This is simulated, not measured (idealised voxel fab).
process module | voxel spacer lines
cross-section cut | 190 nm wide | cells 5 nm
A cross-section is a grid of square cells, given in bands from the top down. A band is one or more rows of cells.
Each band's line starts with the height of the band's top and of its bottom, in nm. Then come its materials from left to right, each with its width in nm. One material with "throughout" fills the band from edge to edge. "air" is empty space.
Height 0 is the level under which the wafer as received is all one material. The lowest band goes on downwards, as in "0 down".
A width such as "30 to 40" changes by the same amount from each row of cells to the next, from the band's top row to its bottom row.
"no change" after a step means that no cell of the cross-section changed.
closed voids: empty space of 8 cells or more with no open way to the top, each as width x height at its distance from the left edge, in nm
after a step's settings: what the simulator itself notes on the step
overlay nm, on a step with a mask: how far to the right of its planned place the mask lay; to the left if negative
plan
1 op RECEIVE | material Si
2 op CONFORMAL_DEP | material Al2O3 | thk nm 10
3 op DIRECTIONAL_DEP | material polySi | thk nm 10
4 op DIRECTIONAL_DEP | material aC | thk nm 20
5 op PATTERN | tone cover | mask id MANDREL | material resist | width nm 20 | pitch nm 70 | thk nm 25 | overlay nm 0
6 op DIRECTIONAL_ETCH | etch materials aC | depth nm 20
7 op STRIP | etch materials resist
8 op CONFORMAL_DEP | material SiO2 | thk nm 15
9 op DIRECTIONAL_ETCH | etch materials SiO2 | depth nm 15
10 op STRIP | etch materials aC
11 op DIRECTIONAL_ETCH | etch materials polySi | depth nm 10
12 op STRIP | etch materials SiO2
13 op FILL_DEP | material lowk | thk nm 10
14 op CMP | height nm 20
as received, after step 1
  0 down: Si throughout
  closed voids: none
a wafer at the end: this start, this plan, one mistake
  20 to 15: polySi 15 | lowk 20 | polySi 15 | lowk 20 | polySi 15 | lowk 20 | polySi 15 | lowk 20 | polySi 15 | lowk 20 | polySi 15
  15 to 0: Al2O3 throughout
  0 down: Si throughout
  closed voids: none
what went wrong: step 2 ran as: op CONFORMAL_DEP | material Al2O3 | thk nm 15
